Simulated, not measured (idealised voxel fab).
Process module in this document: voxel spacer lines
Xsec cut, 275 nm wide, square cell size 5 nm.
Format of a cross-section: grid, square cells. Given as bands. Order: top down. Band: one or more rows of cells.
Look at the band entry: it leads with the top's height and the bottom's height in nm. Then it lists the materials left to right, with a width in nm for each. The word "full width" on a single material says that material fills the band edge to edge. The word "air" is empty space.
Zero point of the height axis is 0; under it, received wafer = one material. Lowest band: continues down indefinitely, "0 down".
Note: "30 to 40" means the width goes from the first number (top row of the band) to the second number (bottom row) in equal steps per row of cells.
A step reported as "no alterations made" is a step in which no cell of the cross-section changed.
"Listed closed voids": empty spaces of 8 cells or more with no open way to the top, each given as width x height at distance, distance from the left edge, all in nm.
It should be noted that, on the line of a given step, the content following the step's settings is a remark produced by the simulator itself with respect to that step.
The optional step-line setting "overlay nm" applies to steps with a mask and quantifies how far to the right of its planned location the mask lay, a negative value indicating leftward placement.
Guide to the pairs. Each holds a before and an after cross-section around one process step; the after cross-section is cut off at the lowest band that changed. Look under the pair for the step between them and its settings. Pairs can come from different runs of this module on the same starting wafer, so a pair follows on from the one above it only where its entry headed "Incoming profile" says it does.
Incoming profile:
	0 down | Si full width
	Listed closed voids: none
Sectional View, Post-Process:
	5 to 0 | Al2O3 full width
	Below 0 it's all the same as before, nothing changed down there.
	Listed closed voids: none
Looking at the two cross-sections above, the step in the middle is CONFORMAL_DEP with material Al2O3, thk nm 5
Incoming profile: identical to the post-step cross-section of the immediately preceding pair.
Sectional View, Post-Process:
	15 to 5 | SiN full width
	Below 5 it's all the same as before, nothing changed down there.
	Listed closed voids: none
Looking at the two cross-sections above, the step in the middle is DIRECTIONAL_DEP with material SiN, thk nm 10
Incoming profile: identical to the post-step cross-section of the immediately preceding pair.
Sectional View, Post-Process:
	35 to 15 | aC full width
	Below 15 it's all the same as before, nothing changed down there.
	Listed closed voids: none
Looking at the two cross-sections above, the step in the middle is DIRECTIONAL_DEP with material aC, thk nm 20
Incoming profile: identical to the post-step cross-section of the immediately preceding pair.
Sectional View, Post-Process:
	65 to 35 | 70 air | 15 resist | 45 air | 15 resist | 45 air | 15 resist | 70 air
	Below 35 it's all the same as before, nothing changed down there.
	Listed closed voids: none
Looking at the two cross-sections above, the step in the middle is PATTERN with tone cover, mask id MANDREL, material resist, width nm 15, pitch nm 60, thk nm 30, overlay nm 0
Incoming profile: identical to the post-step cross-section of the immediately preceding pair.
Sectional View, Post-Process:
	45 to 35 | 70 air | 15 resist | 45 air | 15 resist | 45 air | 15 resist | 70 air
	35 to 15 | 70 air | 15 aC | 45 air | 15 aC | 45 air | 15 aC | 70 air
	Below 15 it's all the same as before, nothing changed down there.
	Listed closed voids: none
Looking at the two cross-sections above, the step in the middle is DIRECTIONAL_ETCH with etch materials aC, depth nm 20
Incoming profile: identical to the post-step cross-section of the immediately preceding pair.
Sectional View, Post-Process:
	35 to 15 | 70 air | 15 aC | 45 air | 15 aC | 45 air | 15 aC | 70 air
	Below 15 it's all the same as before, nothing changed down there.
	Listed closed voids: none
Looking at the two cross-sections above, the step in the middle is STRIP with etch materials resist
Incoming profile: identical to the post-step cross-section of the immediately preceding pair.
Sectional View, Post-Process:
	50 to 35 | 55 air | 45 SiO2 | 15 air | 45 SiO2 | 15 air | 45 SiO2 | 55 air
	35 to 30 | 55 air | 15 SiO2 | 15 aC | 15 SiO2 | 15 air | 15 SiO2 | 15 aC | 15 SiO2 | 15 air | 15 SiO2 | 15 aC | 15 SiO2 | 55 air
	30 to 15 | 70 SiO2 | 15 aC | 45 SiO2 | 15 aC | 45 SiO2 | 15 aC | 70 SiO2
	Below 15 it's all the same as before, nothing changed down there.
	Listed closed voids: none
Looking at the two cross-sections above, the step in the middle is CONFORMAL_DEP with material SiO2, thk nm 15
Incoming profile: identical to the post-step cross-section of the immediately preceding pair.
Sectional View, Post-Process:
	35 to 15 | 55 air | 15 SiO2 | 15 aC | 15 SiO2 | 15 air | 15 SiO2 | 15 aC | 15 SiO2 | 15 air | 15 SiO2 | 15 aC | 15 SiO2 | 55 air
	Below 15 it's all the same as before, nothing changed down there.
	Listed closed voids: none
Looking at the two cross-sections above, the step in the middle is DIRECTIONAL_ETCH with etch materials SiO2, depth nm 15
Incoming profile: identical to the post-step cross-section of the immediately preceding pair.
Sectional View, Post-Process:
	35 to 15 | 55 air | 15 SiO2 | 15 air | 15 SiO2 | 15 air | 15 SiO2 | 15 air | 15 SiO2 | 15 air | 15 SiO2 | 15 air | 15 SiO2 | 55 air
	Below 15 it's all the same as before, nothing changed down there.
	Listed closed voids: none
Looking at the two cross-sections above, the step in the middle is STRIP with etch materials aC
Incoming profile: identical to the post-step cross-section of the immediately preceding pair.
Sectional View, Post-Process:
	35 to 15 | 55 air | 15 SiO2 | 15 air | 15 SiO2 | 15 air | 15 SiO2 | 15 air | 15 SiO2 | 15 air | 15 SiO2 | 15 air | 15 SiO2 | 55 air
	15 to 5 | 55 air | 15 SiN | 15 air | 15 SiN | 15 air | 15 SiN | 15 air | 15 SiN | 15 air | 15 SiN | 15 air | 15 SiN | 55 air
	Below 5 it's all the same as before, nothing changed down there.
	Listed closed voids: none
Looking at the two cross-sections above, the step in the middle is DIRECTIONAL_ETCH with etch materials SiN, depth nm 10
Incoming profile: identical to the post-step cross-section of the immediately preceding pair.
Sectional View, Post-Process:
	15 to 5 | 55 air | 15 SiN | 15 air | 15 SiN | 15 air | 15 SiN | 15 air | 15 SiN | 15 air | 15 SiN | 15 air | 15 SiN | 55 air
	Below 5 it's all the same as before, nothing changed down there.
	Listed closed voids: none
Looking at the two cross-sections above, the step in the middle is STRIP with etch materials SiO2
Incoming profile: identical to the post-step cross-section of the immediately preceding pair.
Sectional View, Post-Process:
	20 to 15 | lowk full width
	15 to 5 | 55 lowk | 15 SiN | 15 lowk | 15 SiN | 15 lowk | 15 SiN | 15 lowk | 15 SiN | 15 lowk | 15 SiN | 15 lowk | 15 SiN | 55 lowk
	Below 5 it's all the same as before, nothing changed down there.
	Listed closed voids: none
Looking at the two cross-sections above, the step in the middle is FILL_DEP with material lowk, thk nm 5
Incoming profile: identical to the post-step cross-section of the immediately preceding pair.
Sectional View, Post-Process:
	15 to 5 | 55 lowk | 15 SiN | 15 lowk | 15 SiN | 15 lowk | 15 SiN | 15 lowk | 15 SiN | 15 lowk | 15 SiN | 15 lowk | 15 SiN | 55 lowk
	Below 5 it's all the same as before, nothing changed down there.
	Listed closed voids: none
Looking at the two cross-sections above, the step in the middle is CMP with height nm 15
Incoming profile:
	0 down | Si full width
	Listed closed voids: none
Sectional View, Post-Process:
	10 to 0 | SiN full width
	Below 0 it's all the same as before, nothing changed down there.
	Listed closed voids: none
Looking at the two cross-sections above, the step in the middle is DIRECTIONAL_DEP with material SiN, thk nm 10
Incoming profile: identical to the post-step cross-section of the immediately preceding pair.
Sectional View, Post-Process:
	30 to 10 | aC full width
	Below 10 it's all the same as before, nothing changed down there.
	Listed closed voids: none
Looking at the two cross-sections above, the step in the middle is DIRECTIONAL_DEP with material aC, thk nm 20
Incoming profile: identical to the post-step cross-section of the immediately preceding pair.
Sectional View, Post-Process:
	60 to 30 | 70 air | 15 resist | 45 air | 15 resist | 45 air | 15 resist | 70 air
	Below 30 it's all the same as before, nothing changed down there.
	Listed closed voids: none
Looking at the two cross-sections above, the step in the middle is PATTERN with tone cover, mask id MANDREL, material resist, width nm 15, pitch nm 60, thk nm 30, overlay nm 0
Incoming profile: identical to the post-step cross-section of the immediately preceding pair.
Sectional View, Post-Process:
	40 to 30 | 70 air | 15 resist | 45 air | 15 resist | 45 air | 15 resist | 70 air
	30 to 10 | 70 air | 15 aC | 45 air | 15 aC | 45 air | 15 aC | 70 air
	Below 10 it's all the same as before, nothing changed down there.
	Listed closed voids: none
Looking at the two cross-sections above, the step in the middle is DIRECTIONAL_ETCH with etch materials aC, depth nm 20
Incoming profile: identical to the post-step cross-section of the immediately preceding pair.
Sectional View, Post-Process:
	30 to 10 | 70 air | 15 aC | 45 air | 15 aC | 45 air | 15 aC | 70 air
	Below 10 it's all the same as before, nothing changed down there.
	Listed closed voids: none
Looking at the two cross-sections above, the step in the middle is STRIP with etch materials resist
Incoming profile: identical to the post-step cross-section of the immediately preceding pair.
Sectional View, Post-Process:
	45 to 30 | 55 air | 45 SiO2 | 15 air | 45 SiO2 | 15 air | 45 SiO2 | 55 air
	30 to 25 | 55 air | 15 SiO2 | 15 aC | 15 SiO2 | 15 air | 15 SiO2 | 15 aC | 15 SiO2 | 15 air | 15 SiO2 | 15 aC | 15 SiO2 | 55 air
	25 to 10 | 70 SiO2 | 15 aC | 45 SiO2 | 15 aC | 45 SiO2 | 15 aC | 70 SiO2
	Below 10 it's all the same as before, nothing changed down there.
	Listed closed voids: none
Looking at the two cross-sections above, the step in the middle is CONFORMAL_DEP with material SiO2, thk nm 15
Incoming profile: identical to the post-step cross-section of the immediately preceding pair.
Sectional View, Post-Process:
	30 to 10 | 55 air | 15 SiO2 | 15 aC | 15 SiO2 | 15 air | 15 SiO2 | 15 aC | 15 SiO2 | 15 air | 15 SiO2 | 15 aC | 15 SiO2 | 55 air
	Below 10 it's all the same as before, nothing changed down there.
	Listed closed voids: none
Looking at the two cross-sections above, the step in the middle is DIRECTIONAL_ETCH with etch materials SiO2, depth nm 15
Incoming profile: identical to the post-step cross-section of the immediately preceding pair.
Sectional View, Post-Process:
	30 to 10 | 55 air | 15 SiO2 | 15 air | 15 SiO2 | 15 air | 15 SiO2 | 15 air | 15 SiO2 | 15 air | 15 SiO2 | 15 air | 15 SiO2 | 55 air
	Below 10 it's all the same as before, nothing changed down there.
	Listed closed voids: none
Looking at the two cross-sections above, the step in the middle is STRIP with etch materials aC
Incoming profile: identical to the post-step cross-section of the immediately preceding pair.
Sectional View, Post-Process:
	30 to 10 | 55 air | 15 SiO2 | 15 air | 15 SiO2 | 15 air | 15 SiO2 | 15 air | 15 SiO2 | 15 air | 15 SiO2 | 15 air | 15 SiO2 | 55 air
	10 to 0 | 55 air | 15 SiN | 15 air | 15 SiN | 15 air | 15 SiN | 15 air | 15 SiN | 15 air | 15 SiN | 15 air | 15 SiN | 55 air
	Below 0 it's all the same as before, nothing changed down there.
	Listed closed voids: none
Looking at the two cross-sections above, the step in the middle is DIRECTIONAL_ETCH with etch materials SiN, depth nm 10
Incoming profile: identical to the post-step cross-section of the immediately preceding pair.
Sectional View, Post-Process:
	10 to 0 | 55 air | 15 SiN | 15 air | 15 SiN | 15 air | 15 SiN | 15 air | 15 SiN | 15 air | 15 SiN | 15 air | 15 SiN | 55 air
	Below 0 it's all the same as before, nothing changed down there.
	Listed closed voids: none
Looking at the two cross-sections above, the step in the middle is STRIP with etch materials SiO2
Incoming profile: identical to the post-step cross-section of the immediately preceding pair.
Sectional View, Post-Process:
	15 to 10 | lowk full width
	10 to 0 | 55 lowk | 15 SiN | 15 lowk | 15 SiN | 15 lowk | 15 SiN | 15 lowk | 15 SiN | 15 lowk | 15 SiN | 15 lowk | 15 SiN | 55 lowk
	Below 0 it's all the same as before, nothing changed down there.
	Listed closed voids: none
Looking at the two cross-sections above, the step in the middle is FILL_DEP with material lowk, thk nm 5
Incoming profile:
	45 to 35 | 70 air | 15 resist | 45 air | 15 resist | 45 air | 15 resist | 70 air
	35 to 15 | 70 air | 15 aC | 45 air | 15 aC | 45 air | 15 aC | 70 air
	15 to 5 | SiN full width
	5 to 0 | Al2O3 full width
	0 down | Si full width
	Listed closed voids: none
Sectional View, Post-Process:
	25 to 15 | 70 air | 15 aC | 45 air | 15 aC | 45 air | 15 aC | 70 air
	Below 15 it's all the same as before, nothing changed down there.
	Listed closed voids: none
Looking at the two cross-sections above, the step in the middle is DIRECTIONAL_ETCH with etch materials aC, depth nm 20
Incoming profile: identical to the post-step cross-section of the immediately preceding pair.
Sectional View, Post-Process:
	40 to 30 | 55 air | 45 SiO2 | 15 air | 45 SiO2 | 15 air | 45 SiO2 | 55 air
	30 to 25 | SiO2 full width
	25 to 15 | 70 SiO2 | 15 aC | 45 SiO2 | 15 aC | 45 SiO2 | 15 aC | 70 SiO2
	Below 15 it's all the same as before, nothing changed down there.
	Listed closed voids: none
Looking at the two cross-sections above, the step in the middle is CONFORMAL_DEP with material SiO2, thk nm 15
Incoming profile: identical to the post-step cross-section of the immediately preceding pair.
Sectional View, Post-Process:
	25 to 15 | 55 air | 15 SiO2 | 15 aC | 15 SiO2 | 15 air | 15 SiO2 | 15 aC | 15 SiO2 | 15 air | 15 SiO2 | 15 aC | 15 SiO2 | 55 air
	Below 15 it's all the same as before, nothing changed down there.
	Listed closed voids: none
Looking at the two cross-sections above, the step in the middle is DIRECTIONAL_ETCH with etch materials SiO2, depth nm 15
Incoming profile: identical to the post-step cross-section of the immediately preceding pair.
Sectional View, Post-Process:
	25 to 15 | 55 air | 15 SiO2 | 15 air | 15 SiO2 | 15 air | 15 SiO2 | 15 air | 15 SiO2 | 15 air | 15 SiO2 | 15 air | 15 SiO2 | 55 air
	Below 15 it's all the same as before, nothing changed down there.
	Listed closed voids: none
Looking at the two cross-sections above, the step in the middle is STRIP with etch materials aC
Incoming profile: identical to the post-step cross-section of the immediately preceding pair.
Sectional View, Post-Process:
	25 to 15 | 55 air | 15 SiO2 | 15 air | 15 SiO2 | 15 air | 15 SiO2 | 15 air | 15 SiO2 | 15 air | 15 SiO2 | 15 air | 15 SiO2 | 55 air
	15 to 5 | 55 air | 15 SiN | 15 air | 15 SiN | 15 air | 15 SiN | 15 air | 15 SiN | 15 air | 15 SiN | 15 air | 15 SiN | 55 air
	Below 5 it's all the same as before, nothing changed down there.
	Listed closed voids: none
Looking at the two cross-sections above, the step in the middle is DIRECTIONAL_ETCH with etch materials SiN, depth nm 10
Incoming profile: identical to the post-step cross-section of the immediately preceding pair.
Sectional View, Post-Process:
	15 to 5 | 55 air | 15 SiN | 15 air | 15 SiN | 15 air | 15 SiN | 15 air | 15 SiN | 15 air | 15 SiN | 15 air | 15 SiN | 55 air
	Below 5 it's all the same as before, nothing changed down there.
	Listed closed voids: none
Looking at the two cross-sections above, the step in the middle is STRIP with etch materials SiO2
Incoming profile:
	10 to 0 | SiN full width
	0 down | Si full width
	Listed closed voids: none
Sectional View, Post-Process:
	15 to 10 | Al2O3 full width
	Below 10 it's all the same as before, nothing changed down there.
	Listed closed voids: none
Looking at the two cross-sections above, the step in the middle is CONFORMAL_DEP with material Al2O3, thk nm 5
Incoming profile: identical to the post-step cross-section of the immediately preceding pair.
Sectional View, Post-Process:
	35 to 15 | aC full width
	Below 15 it's all the same as before, nothing changed down there.
	Listed closed voids: none
Looking at the two cross-sections above, the step in the middle is DIRECTIONAL_DEP with material aC, thk nm 20
Incoming profile: identical to the post-step cross-section of the immediately preceding pair.
Sectional View, Post-Process:
	65 to 35 | 70 air | 15 resist | 45 air | 15 resist | 45 air | 15 resist | 70 air
	Below 35 it's all the same as before, nothing changed down there.
	Listed closed voids: none
Looking at the two cross-sections above, the step in the middle is PATTERN with tone cover, mask id MANDREL, material resist, width nm 15, pitch nm 60, thk nm 30, overlay nm 0
Incoming profile: identical to the post-step cross-section of the immediately preceding pair.
Sectional View, Post-Process:
	45 to 35 | 70 air | 15 resist | 45 air | 15 resist | 45 air | 15 resist | 70 air
	35 to 15 | 70 air | 15 aC | 45 air | 15 aC | 45 air | 15 aC | 70 air
	Below 15 it's all the same as before, nothing changed down there.
	Listed closed voids: none
Looking at the two cross-sections above, the step in the middle is DIRECTIONAL_ETCH with etch materials aC, depth nm 20
Incoming profile: identical to the post-step cross-section of the immediately preceding pair.
Sectional View, Post-Process:
	35 to 15 | 70 air | 15 aC | 45 air | 15 aC | 45 air | 15 aC | 70 air
	Below 15 it's all the same as before, nothing changed down there.
	Listed closed voids: none
Looking at the two cross-sections above, the step in the middle is STRIP with etch materials resist
Incoming profile: identical to the post-step cross-section of the immediately preceding pair.
Sectional View, Post-Process:
	50 to 35 | 55 air | 45 SiO2 | 15 air | 45 SiO2 | 15 air | 45 SiO2 | 55 air
	35 to 30 | 55 air | 15 SiO2 | 15 aC | 15 SiO2 | 15 air | 15 SiO2 | 15 aC | 15 SiO2 | 15 air | 15 SiO2 | 15 aC | 15 SiO2 | 55 air
	30 to 15 | 70 SiO2 | 15 aC | 45 SiO2 | 15 aC | 45 SiO2 | 15 aC | 70 SiO2
	Below 15 it's all the same as before, nothing changed down there.
	Listed closed voids: none
Looking at the two cross-sections above, the step in the middle is CONFORMAL_DEP with material SiO2, thk nm 15
Incoming profile: identical to the post-step cross-section of the immediately preceding pair.
Sectional View, Post-Process:
	35 to 15 | 55 air | 15 SiO2 | 15 aC | 15 SiO2 | 15 air | 15 SiO2 | 15 aC | 15 SiO2 | 15 air | 15 SiO2 | 15 aC | 15 SiO2 | 55 air
	Below 15 it's all the same as before, nothing changed down there.
	Listed closed voids: none
Looking at the two cross-sections above, the step in the middle is DIRECTIONAL_ETCH with etch materials SiO2, depth nm 15
Incoming profile: identical to the post-step cross-section of the immediately preceding pair.
Sectional View, Post-Process:
	35 to 15 | 55 air | 15 SiO2 | 15 air | 15 SiO2 | 15 air | 15 SiO2 | 15 air | 15 SiO2 | 15 air | 15 SiO2 | 15 air | 15 SiO2 | 55 air
	Below 15 it's all the same as before, nothing changed down there.
	Listed closed voids: none
Looking at the two cross-sections above, the step in the middle is STRIP with etch materials aC
Incoming profile: identical to the post-step cross-section of the immediately preceding pair.
Sectional View, Post-Process:
	15 to 10 | Al2O3 full width
	Below 10 it's all the same as before, nothing changed down there.
	Listed closed voids: none
Looking at the two cross-sections above, the step in the middle is STRIP with etch materials SiO2
Incoming profile: identical to the post-step cross-section of the immediately preceding pair.
Sectional View, Post-Process:
	20 to 15 | lowk full width
	Below 15 it's all the same as before, nothing changed down there.
	Listed closed voids: none
Looking at the two cross-sections above, the step in the middle is FILL_DEP with material lowk, thk nm 5
Incoming profile: identical to the post-step cross-section of the immediately preceding pair.
Sectional View, Post-Process:
	15 to 10 | Al2O3 full width
	Below 10 it's all the same as before, nothing changed down there.
	Listed closed voids: none
Looking at the two cross-sections above, the step in the middle is CMP with height nm 15
Incoming profile:
	5 to 0 | Al2O3 full width
	0 down | Si full width
	Listed closed voids: none
Sectional View, Post-Process:
	10 to 5 | SiN full width
	Below 5 it's all the same as before, nothing changed down there.
	Listed closed voids: none
Looking at the two cross-sections above, the step in the middle is DIRECTIONAL_DEP with material SiN, thk nm 5
Incoming profile: identical to the post-step cross-section of the immediately preceding pair.
Sectional View, Post-Process:
	30 to 10 | aC full width
	Below 10 it's all the same as before, nothing changed down there.
	Listed closed voids: none
Looking at the two cross-sections above, the step in the middle is DIRECTIONAL_DEP with material aC, thk nm 20
Incoming profile: identical to the post-step cross-section of the immediately preceding pair.
Sectional View, Post-Process:
	60 to 30 | 70 air | 15 resist | 45 air | 15 resist | 45 air | 15 resist | 70 air
	Below 30 it's all the same as before, nothing changed down there.
	Listed closed voids: none
Looking at the two cross-sections above, the step in the middle is PATTERN with tone cover, mask id MANDREL, material resist, width nm 15, pitch nm 60, thk nm 30, overlay nm 0
Incoming profile: identical to the post-step cross-section of the immediately preceding pair.
Sectional View, Post-Process:
	40 to 30 | 70 air | 15 resist | 45 air | 15 resist | 45 air | 15 resist | 70 air
	30 to 10 | 70 air | 15 aC | 45 air | 15 aC | 45 air | 15 aC | 70 air
	Below 10 it's all the same as before, nothing changed down there.
	Listed closed voids: none
Looking at the two cross-sections above, the step in the middle is DIRECTIONAL_ETCH with etch materials aC, depth nm 20
Incoming profile: identical to the post-step cross-section of the immediately preceding pair.
Sectional View, Post-Process:
	30 to 10 | 70 air | 15 aC | 45 air | 15 aC | 45 air | 15 aC | 70 air
	Below 10 it's all the same as before, nothing changed down there.
	Listed closed voids: none
Looking at the two cross-sections above, the step in the middle is STRIP with etch materials resist
Incoming profile: identical to the post-step cross-section of the immediately preceding pair.
Sectional View, Post-Process:
	45 to 30 | 55 air | 45 SiO2 | 15 air | 45 SiO2 | 15 air | 45 SiO2 | 55 air
	30 to 25 | 55 air | 15 SiO2 | 15 aC | 15 SiO2 | 15 air | 15 SiO2 | 15 aC | 15 SiO2 | 15 air | 15 SiO2 | 15 aC | 15 SiO2 | 55 air
	25 to 10 | 70 SiO2 | 15 aC | 45 SiO2 | 15 aC | 45 SiO2 | 15 aC | 70 SiO2
	Below 10 it's all the same as before, nothing changed down there.
	Listed closed voids: none
Looking at the two cross-sections above, the step in the middle is CONFORMAL_DEP with material SiO2, thk nm 15
Incoming profile: identical to the post-step cross-section of the immediately preceding pair.
Sectional View, Post-Process:
	30 to 10 | 55 air | 15 SiO2 | 15 aC | 15 SiO2 | 15 air | 15 SiO2 | 15 aC | 15 SiO2 | 15 air | 15 SiO2 | 15 aC | 15 SiO2 | 55 air
	Below 10 it's all the same as before, nothing changed down there.
	Listed closed voids: none
Looking at the two cross-sections above, the step in the middle is DIRECTIONAL_ETCH with etch materials SiO2, depth nm 15
Incoming profile: identical to the post-step cross-section of the immediately preceding pair.
Sectional View, Post-Process:
	30 to 10 | 55 air | 15 SiO2 | 15 air | 15 SiO2 | 15 air | 15 SiO2 | 15 air | 15 SiO2 | 15 air | 15 SiO2 | 15 air | 15 SiO2 | 55 air
	Below 10 it's all the same as before, nothing changed down there.
	Listed closed voids: none
Looking at the two cross-sections above, the step in the middle is STRIP with etch materials aC
Incoming profile: identical to the post-step cross-section of the immediately preceding pair.
Sectional View, Post-Process:
	30 to 10 | 55 air | 15 SiO2 | 15 air | 15 SiO2 | 15 air | 15 SiO2 | 15 air | 15 SiO2 | 15 air | 15 SiO2 | 15 air | 15 SiO2 | 55 air
	10 to 5 | 55 air | 15 SiN | 15 air | 15 SiN | 15 air | 15 SiN | 15 air | 15 SiN | 15 air | 15 SiN | 15 air | 15 SiN | 55 air
	Below 5 it's all the same as before, nothing changed down there.
	Listed closed voids: none
Looking at the two cross-sections above, the step in the middle is DIRECTIONAL_ETCH with etch materials SiN, depth nm 10
Incoming profile: identical to the post-step cross-section of the immediately preceding pair.
Sectional View, Post-Process:
	10 to 5 | 55 air | 15 SiN | 15 air | 15 SiN | 15 air | 15 SiN | 15 air | 15 SiN | 15 air | 15 SiN | 15 air | 15 SiN | 55 air
	Below 5 it's all the same as before, nothing changed down there.
	Listed closed voids: none
Looking at the two cross-sections above, the step in the middle is STRIP with etch materials SiO2
Incoming profile: identical to the post-step cross-section of the immediately preceding pair.
Sectional View, Post-Process:
	15 to 10 | lowk full width
	10 to 5 | 55 lowk | 15 SiN | 15 lowk | 15 SiN | 15 lowk | 15 SiN | 15 lowk | 15 SiN | 15 lowk | 15 SiN | 15 lowk | 15 SiN | 55 lowk
	Below 5 it's all the same as before, nothing changed down there.
	Listed closed voids: none
Looking at the two cross-sections above, the step in the middle is FILL_DEP with material lowk, thk nm 5
Incoming profile:
	35 to 15 | aC full width
	15 to 5 | SiN full width
	5 to 0 | Al2O3 full width
	0 down | Si full width
	Listed closed voids: none
Sectional View, Post-Process:
	65 to 35 | 70 air | 20 resist | 40 air | 20 resist | 40 air | 20 resist | 65 air
	Below 35 it's all the same as before, nothing changed down there.
	Listed closed voids: none
Looking at the two cross-sections above, the step in the middle is PATTERN with tone cover, mask id MANDREL, material resist, width nm 20, pitch nm 60, thk nm 30, overlay nm 0
Incoming profile: identical to the post-step cross-section of the immediately preceding pair.
Sectional View, Post-Process:
	45 to 35 | 70 air | 20 resist | 40 air | 20 resist | 40 air | 20 resist | 65 air
	35 to 15 | 70 air | 20 aC | 40 air | 20 aC | 40 air | 20 aC | 65 air
	Below 15 it's all the same as before, nothing changed down there.
	Listed closed voids: none
Looking at the two cross-sections above, the step in the middle is DIRECTIONAL_ETCH with etch materials aC, depth nm 20
Incoming profile: identical to the post-step cross-section of the immediately preceding pair.
Sectional View, Post-Process:
	35 to 15 | 70 air | 20 aC | 40 air | 20 aC | 40 air | 20 aC | 65 air
	Below 15 it's all the same as before, nothing changed down there.
	Listed closed voids: none
Looking at the two cross-sections above, the step in the middle is STRIP with etch materials resist
Incoming profile: identical to the post-step cross-section of the immediately preceding pair.
Sectional View, Post-Process:
	50 to 35 | 55 air | 50 SiO2 | 10 air | 50 SiO2 | 10 air | 50 SiO2 | 50 air
	35 to 30 | 55 air | 15 SiO2 | 20 aC | 15 SiO2 | 10 air | 15 SiO2 | 20 aC | 15 SiO2 | 10 air | 15 SiO2 | 20 aC | 15 SiO2 | 50 air
	30 to 15 | 70 SiO2 | 20 aC | 40 SiO2 | 20 aC | 40 SiO2 | 20 aC | 65 SiO2
	Below 15 it's all the same as before, nothing changed down there.
	Listed closed voids: none
Looking at the two cross-sections above, the step in the middle is CONFORMAL_DEP with material SiO2, thk nm 15
Incoming profile: identical to the post-step cross-section of the immediately preceding pair.
Sectional View, Post-Process:
	35 to 15 | 55 air | 15 SiO2 | 20 aC | 15 SiO2 | 10 air | 15 SiO2 | 20 aC | 15 SiO2 | 10 air | 15 SiO2 | 20 aC | 15 SiO2 | 50 air
	Below 15 it's all the same as before, nothing changed down there.
	Listed closed voids: none
Looking at the two cross-sections above, the step in the middle is DIRECTIONAL_ETCH with etch materials SiO2, depth nm 15
Incoming profile: identical to the post-step cross-section of the immediately preceding pair.
Sectional View, Post-Process:
	35 to 15 | 55 air | 15 SiO2 | 20 air | 15 SiO2 | 10 air | 15 SiO2 | 20 air | 15 SiO2 | 10 air | 15 SiO2 | 20 air | 15 SiO2 | 50 air
	Below 15 it's all the same as before, nothing changed down there.
	Listed closed voids: none
Looking at the two cross-sections above, the step in the middle is STRIP with etch materials aC
Incoming profile: identical to the post-step cross-section of the immediately preceding pair.
Sectional View, Post-Process:
	35 to 15 | 55 air | 15 SiO2 | 20 air | 15 SiO2 | 10 air | 15 SiO2 | 20 air | 15 SiO2 | 10 air | 15 SiO2 | 20 air | 15 SiO2 | 50 air
	15 to 5 | 55 air | 15 SiN | 20 air | 15 SiN | 10 air | 15 SiN | 20 air | 15 SiN | 10 air | 15 SiN | 20 air | 15 SiN | 50 air
	Below 5 it's all the same as before, nothing changed down there.
	Listed closed voids: none
Looking at the two cross-sections above, the step in the middle is DIRECTIONAL_ETCH with etch materials SiN, depth nm 10
Incoming profile: identical to the post-step cross-section of the immediately preceding pair.
Sectional View, Post-Process:
	15 to 5 | 55 air | 15 SiN | 20 air | 15 SiN | 10 air | 15 SiN | 20 air | 15 SiN | 10 air | 15 SiN | 20 air | 15 SiN | 50 air
	Below 5 it's all the same as before, nothing changed down there.
	Listed closed voids: none
Looking at the two cross-sections above, the step in the middle is STRIP with etch materials SiO2
Incoming profile: identical to the post-step cross-section of the immediately preceding pair.
Sectional View, Post-Process:
	20 to 15 | lowk full width
	15 to 5 | 55 lowk | 15 SiN | 20 lowk | 15 SiN | 10 lowk | 15 SiN | 20 lowk | 15 SiN | 10 lowk | 15 SiN | 20 lowk | 15 SiN | 50 lowk
	Below 5 it's all the same as before, nothing changed down there.
	Listed closed voids: none
Looking at the two cross-sections above, the step in the middle is FILL_DEP with material lowk, thk nm 5
Incoming profile: identical to the post-step cross-section of the immediately preceding pair.
Sectional View, Post-Process:
	15 to 5 | 55 lowk | 15 SiN | 20 lowk | 15 SiN | 10 lowk | 15 SiN | 20 lowk | 15 SiN | 10 lowk | 15 SiN | 20 lowk | 15 SiN | 50 lowk
	Below 5 it's all the same as before, nothing changed down there.
	Listed closed voids: none
Looking at the two cross-sections above, the step in the middle is CMP with height nm 15
Incoming profile:
	35 to 15 | aC full width
	15 to 5 | SiN full width
	5 to 0 | Al2O3 full width
	0 down | Si full width
	Listed closed voids: none
Sectional View, Post-Process:
	65 to 35 | 60 air | 15 resist | 45 air | 15 resist | 45 air | 15 resist | 80 air
	Below 35 it's all the same as before, nothing changed down there.
	Listed closed voids: none
Looking at the two cross-sections above, the step in the middle is PATTERN with tone cover, mask id MANDREL, material resist, width nm 15, pitch nm 60, thk nm 30, overlay nm -10
Incoming profile: identical to the post-step cross-section of the immediately preceding pair.
Sectional View, Post-Process:
	45 to 35 | 60 air | 15 resist | 45 air | 15 resist | 45 air | 15 resist | 80 air
	35 to 15 | 60 air | 15 aC | 45 air | 15 aC | 45 air | 15 aC | 80 air
	Below 15 it's all the same as before, nothing changed down there.
	Listed closed voids: none
Looking at the two cross-sections above, the step in the middle is DIRECTIONAL_ETCH with etch materials aC, depth nm 20
Incoming profile: identical to the post-step cross-section of the immediately preceding pair.
Sectional View, Post-Process:
	35 to 15 | 60 air | 15 aC | 45 air | 15 aC | 45 air | 15 aC | 80 air
	Below 15 it's all the same as before, nothing changed down there.
	Listed closed voids: none
Looking at the two cross-sections above, the step in the middle is STRIP with etch materials resist
Incoming profile: identical to the post-step cross-section of the immediately preceding pair.
Sectional View, Post-Process:
	50 to 35 | 45 air | 45 SiO2 | 15 air | 45 SiO2 | 15 air | 45 SiO2 | 65 air
	35 to 30 | 45 air | 15 SiO2 | 15 aC | 15 SiO2 | 15 air | 15 SiO2 | 15 aC | 15 SiO2 | 15 air | 15 SiO2 | 15 aC | 15 SiO2 | 65 air
	30 to 15 | 60 SiO2 | 15 aC | 45 SiO2 | 15 aC | 45 SiO2 | 15 aC | 80 SiO2
	Below 15 it's all the same as before, nothing changed down there.
	Listed closed voids: none
Looking at the two cross-sections above, the step in the middle is CONFORMAL_DEP with material SiO2, thk nm 15
Incoming profile: identical to the post-step cross-section of the immediately preceding pair.
Sectional View, Post-Process:
	35 to 15 | 45 air | 15 SiO2 | 15 aC | 15 SiO2 | 15 air | 15 SiO2 | 15 aC | 15 SiO2 | 15 air | 15 SiO2 | 15 aC | 15 SiO2 | 65 air
	Below 15 it's all the same as before, nothing changed down there.
	Listed closed voids: none
Looking at the two cross-sections above, the step in the middle is DIRECTIONAL_ETCH with etch materials SiO2, depth nm 15
Incoming profile: identical to the post-step cross-section of the immediately preceding pair.
Sectional View, Post-Process:
	35 to 15 | 45 air | 15 SiO2 | 15 air | 15 SiO2 | 15 air | 15 SiO2 | 15 air | 15 SiO2 | 15 air | 15 SiO2 | 15 air | 15 SiO2 | 65 air
	Below 15 it's all the same as before, nothing changed down there.
	Listed closed voids: none
Looking at the two cross-sections above, the step in the middle is STRIP with etch materials aC
